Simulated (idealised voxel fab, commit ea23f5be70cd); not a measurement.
Title: Process Module voxel self aligned contacts
Shown is cross-section cut, with a width of 160 nm and square cells of size 5 nm.
A cross-section is written here as square cells arranged in a grid, and it is given in bands from the top down, each band taking up one or more rows of cells. Heights first: top, then bottom, in nm. Then materials, left to right, each with a width in nm. "full width" on a single material: fills the band edge to edge. "blank": empty space. The level at which height equals 0 is the one under which the wafer, as it arrives, is entirely one material. No lower edge exists for the bottom band, which continues downward and is notated as in "z 0 and below". Width "30 to 40": first value at the band's top row of cells, second value at its bottom row, equal change from row to row. Reading "no change" for a step: not a cell of the cross-section changed in it. Under "Closed cavities" you'll find the enclosed gaps, the ones with no way out to the top, that are 8 cells or bigger; each reads width x height at distance, with distance counted from the left edge, everything in nm. Step line, after settings: the simulator's comment on this step. overlay nm: for a step with a mask, the amount by which the mask lay right of where it was planned; a negative amount means left of it.
[These are the steps we planned for the process]
1 RECEIVE | material Si
2 OXIDIZE | depth nm 5
3 DIRECTIONAL_DEP | material polySi | thk nm 25
4 DIRECTIONAL_DEP | material SiN | thk nm 20
5 DIRECTIONAL_DEP | material aC | thk nm 10
6 PATTERN | tone cover | mask id GATE | material resist | width nm 30 | pitch nm 75 | thk nm 25 | overlay nm 0
7 DIRECTIONAL_ETCH | etch materials aC | depth nm 10
8 STRIP | etch materials resist
9 DIRECTIONAL_ETCH | etch materials SiN | depth nm 20
10 DIRECTIONAL_ETCH | etch materials polySi | depth nm 25
11 STRIP | etch materials aC
12 CONFORMAL_DEP | material SiN | thk nm 10
13 DIRECTIONAL_ETCH | etch materials SiN | depth nm 10
14 FILL_DEP | material SiO2 | thk nm 15
15 CMP | height nm 50
16 DIRECTIONAL_DEP | material aC | thk nm 15
17 PATTERN | tone open | mask id CONTACT | material resist | width nm 55 | thk nm 35 | overlay nm 0
18 DIRECTIONAL_ETCH | etch materials aC | depth nm 15
19 STRIP | etch materials resist
20 DIRECTIONAL_ETCH | etch materials SiO2 | depth nm 55
21 STRIP | etch materials aC
22 CONFORMAL_DEP | material TiN | thk nm 5
23 FILL_DEP | material Ru | thk nm 10
24 CMP | height nm 50
25 CONFORMAL_DEP | material SiCN | thk nm 5
[First of two wafers, processed according to plan]
[This is the cross-section of the wafer as we received it, i.e. after step 1]
> z 0 and below: Si full width
> Closed cavities: none
[Take a look at the wafer's cross-section after step 2]
> z 0 to -5: SiO2 full width
> Everything below -5 is unchanged.
[Take a look at the wafer's cross-section after step 3]
> z 25 to 0: polySi full width
> Everything below 0 is unchanged.
[Take a look at the wafer's cross-section after step 4]
> z 45 to 25: SiN full width
> Everything below 25 is unchanged.
[Take a look at the wafer's cross-section after step 5]
> z 55 to 45: aC full width
> Everything below 45 is unchanged.
[Take a look at the wafer's cross-section after step 6]
> z 80 to 55: blank: 25 / resist: 30 / blank: 45 / resist: 30 / blank: 30
> Everything below 55 is unchanged.
[Take a look at the wafer's cross-section after step 7]
> z 70 to 55: blank: 25 / resist: 30 / blank: 45 / resist: 30 / blank: 30
> z 55 to 45: blank: 25 / aC: 30 / blank: 45 / aC: 30 / blank: 30
> Everything below 45 is unchanged.
[Take a look at the wafer's cross-section after step 8]
> z 55 to 45: blank: 25 / aC: 30 / blank: 45 / aC: 30 / blank: 30
> Everything below 45 is unchanged.
[Take a look at the wafer's cross-section after step 9]
> z 55 to 45: blank: 25 / aC: 30 / blank: 45 / aC: 30 / blank: 30
> z 45 to 25: blank: 25 / SiN: 30 / blank: 45 / SiN: 30 / blank: 30
> Everything below 25 is unchanged.
[Take a look at the wafer's cross-section after step 10]
> z 55 to 45: blank: 25 / aC: 30 / blank: 45 / aC: 30 / blank: 30
> z 45 to 25: blank: 25 / SiN: 30 / blank: 45 / SiN: 30 / blank: 30
> z 25 to 0: blank: 25 / polySi: 30 / blank: 45 / polySi: 30 / blank: 30
> Everything below 0 is unchanged.
[Take a look at the wafer's cross-section after step 11]
> z 45 to 25: blank: 25 / SiN: 30 / blank: 45 / SiN: 30 / blank: 30
> Everything below 25 is unchanged.
[Take a look at the wafer's cross-section after step 12]
> z 55 to 25: blank: 15 / SiN: 50 / blank: 25 / SiN: 50 / blank: 20
> z 25 to 10: blank: 15 / SiN: 10 / polySi: 30 / SiN: 10 / blank: 25 / SiN: 10 / polySi: 30 / SiN: 10 / blank: 20
> z 10 to 0: SiN: 25 / polySi: 30 / SiN: 45 / polySi: 30 / SiN: 30
> Everything below 0 is unchanged.
[Take a look at the wafer's cross-section after step 13]
> z 45 to 25: blank: 15 / SiN: 50 / blank: 25 / SiN: 50 / blank: 20
> z 25 to 0: blank: 15 / SiN: 10 / polySi: 30 / SiN: 10 / blank: 25 / SiN: 10 / polySi: 30 / SiN: 10 / blank: 20
> Everything below 0 is unchanged.
[Take a look at the wafer's cross-section after step 14]
> z 60 to 45: SiO2 full width
> z 45 to 25: SiO2: 15 / SiN: 50 / SiO2: 25 / SiN: 50 / SiO2: 20
> z 25 to 0: SiO2: 15 / SiN: 10 / polySi: 30 / SiN: 10 / SiO2: 25 / SiN: 10 / polySi: 30 / SiN: 10 / SiO2: 20
> Everything below 0 is unchanged.
[Take a look at the wafer's cross-section after step 15]
> z 50 to 45: SiO2 full width
> Everything below 45 is unchanged.
[Take a look at the wafer's cross-section after step 16]
> z 65 to 50: aC full width
> Everything below 50 is unchanged.
[Take a look at the wafer's cross-section after step 17]
> z 100 to 65: resist: 50 / blank: 55 / resist: 55
> Everything below 65 is unchanged.
[Take a look at the wafer's cross-section after step 18]
> z 85 to 65: resist: 50 / blank: 55 / resist: 55
> z 65 to 50: aC: 50 / blank: 55 / aC: 55
> Everything below 50 is unchanged.
[Take a look at the wafer's cross-section after step 19]
> z 65 to 50: aC: 50 / blank: 55 / aC: 55
> Everything below 50 is unchanged.
[Take a look at the wafer's cross-section after step 20]
> z 65 to 50: aC: 50 / blank: 55 / aC: 55
> z 50 to 45: SiO2: 50 / blank: 55 / SiO2: 55
> z 45 to 25: SiO2: 15 / SiN: 50 / blank: 25 / SiN: 50 / SiO2: 20
> z 25 to 0: SiO2: 15 / SiN: 10 / polySi: 30 / SiN: 10 / blank: 25 / SiN: 10 / polySi: 30 / SiN: 10 / SiO2: 20
> z 0 to -5: SiO2: 65 / blank: 25 / SiO2: 70
> Everything below -5 is unchanged.
[Take a look at the wafer's cross-section after step 21]
> z 50 to 45: SiO2: 50 / blank: 55 / SiO2: 55
> Everything below 45 is unchanged.
[Take a look at the wafer's cross-section after step 22]
> z 55 to 50: TiN: 55 / blank: 45 / TiN: 60
> z 50 to 45: SiO2: 50 / TiN: 20 / blank: 15 / TiN: 20 / SiO2: 55
> z 45 to 25: SiO2: 15 / SiN: 50 / TiN: 5 / blank: 15 / TiN: 5 / SiN: 50 / SiO2: 20
> z 25 to 0: SiO2: 15 / SiN: 10 / polySi: 30 / SiN: 10 / TiN: 5 / blank: 15 / TiN: 5 / SiN: 10 / polySi: 30 / SiN: 10 / SiO2: 20
> z 0 to -5: SiO2: 65 / TiN: 25 / SiO2: 70
> Everything below -5 is unchanged.
[Take a look at the wafer's cross-section after step 23]
> z 65 to 55: Ru full width
> z 55 to 50: TiN: 55 / Ru: 45 / TiN: 60
> z 50 to 45: SiO2: 50 / TiN: 20 / Ru: 15 / TiN: 20 / SiO2: 55
> z 45 to 25: SiO2: 15 / SiN: 50 / TiN: 5 / Ru: 15 / TiN: 5 / SiN: 50 / SiO2: 20
> z 25 to 0: SiO2: 15 / SiN: 10 / polySi: 30 / SiN: 10 / TiN: 5 / Ru: 15 / TiN: 5 / SiN: 10 / polySi: 30 / SiN: 10 / SiO2: 20
> Everything below 0 is unchanged.
[Take a look at the wafer's cross-section after step 24]
> z 50 to 45: SiO2: 50 / TiN: 20 / Ru: 15 / TiN: 20 / SiO2: 55
> Everything below 45 is unchanged.
[Take a look at the wafer's cross-section after step 25]
> z 55 to 50: SiCN full width
> Everything below 50 is unchanged.
[Second of two: same start, same plan, one run error; steps up to and including 3 match the first]
[when step 4 should have ended]
> z 65 to 25: SiN full width
> Everything below 25 is unchanged.
[when step 5 should have ended]
> z 75 to 65: aC full width
> Everything below 65 is unchanged.
[when step 6 should have ended]
> z 100 to 75: blank: 25 / resist: 30 / blank: 45 / resist: 30 / blank: 30
> Everything below 75 is unchanged.
[when step 7 should have ended]
> z 90 to 75: blank: 25 / resist: 30 / blank: 45 / resist: 30 / blank: 30
> z 75 to 65: blank: 25 / aC: 30 / blank: 45 / aC: 30 / blank: 30
> Everything below 65 is unchanged.
[when step 8 should have ended]
> z 75 to 65: blank: 25 / aC: 30 / blank: 45 / aC: 30 / blank: 30
> Everything below 65 is unchanged.
[when step 9 should have ended]
> z 75 to 65: blank: 25 / aC: 30 / blank: 45 / aC: 30 / blank: 30
> z 65 to 45: blank: 25 / SiN: 30 / blank: 45 / SiN: 30 / blank: 30
> Everything below 45 is unchanged.
when step 10 should have ended: no change
[when step 11 should have ended]
> z 65 to 45: blank: 25 / SiN: 30 / blank: 45 / SiN: 30 / blank: 30
> Everything below 45 is unchanged.
[when step 12 should have ended]
> z 75 to 55: blank: 15 / SiN: 50 / blank: 25 / SiN: 50 / blank: 20
> z 55 to 25: SiN full width
> Everything below 25 is unchanged.
[when step 13 should have ended]
> z 65 to 45: blank: 15 / SiN: 50 / blank: 25 / SiN: 50 / blank: 20
> Everything below 45 is unchanged.
[when step 14 should have ended]
> z 80 to 65: SiO2 full width
> z 65 to 45: SiO2: 15 / SiN: 50 / SiO2: 25 / SiN: 50 / SiO2: 20
> Everything below 45 is unchanged.
[when step 15 should have ended]
> z 50 to 45: SiO2: 15 / SiN: 50 / SiO2: 25 / SiN: 50 / SiO2: 20
> Everything below 45 is unchanged.
[when step 16 should have ended]
> z 65 to 50: aC full width
> Everything below 50 is unchanged.
[when step 17 should have ended]
> z 100 to 65: resist: 50 / blank: 55 / resist: 55
> Everything below 65 is unchanged.
[when step 18 should have ended]
> z 85 to 65: resist: 50 / blank: 55 / resist: 55
> z 65 to 50: aC: 50 / blank: 55 / aC: 55
> Everything below 50 is unchanged.
[when step 19 should have ended]
> z 65 to 50: aC: 50 / blank: 55 / aC: 55
> Everything below 50 is unchanged.
[when step 20 should have ended]
> z 65 to 50: aC: 50 / blank: 55 / aC: 55
> z 50 to 45: SiO2: 15 / SiN: 50 / blank: 25 / SiN: 50 / SiO2: 20
> Everything below 45 is unchanged.
[when step 21 should have ended]
> z 50 to 45: SiO2: 15 / SiN: 50 / blank: 25 / SiN: 50 / SiO2: 20
> Everything below 45 is unchanged.
[when step 22 should have ended]
> z 55 to 50: TiN: 70 / blank: 15 / TiN: 75
> z 50 to 45: SiO2: 15 / SiN: 50 / TiN: 25 / SiN: 50 / SiO2: 20
> Everything below 45 is unchanged.
[when step 23 should have ended]
> z 65 to 55: Ru full width
> z 55 to 50: TiN: 70 / Ru: 15 / TiN: 75
> Everything below 50 is unchanged.
[when step 24 should have ended]
> z 50 to 45: SiO2: 15 / SiN: 50 / TiN: 25 / SiN: 50 / SiO2: 20
> Everything below 45 is unchanged.
[when step 25 should have ended]
> z 55 to 50: SiCN full width
> Everything below 50 is unchanged.
Short version of what went wrong: plan step 4 was twice executed
Final comparison by cell count, materials where the second wafer has more or fewer than the first: Ru -30; SiN +28; SiO2 -72; TiN -26; polySi +100
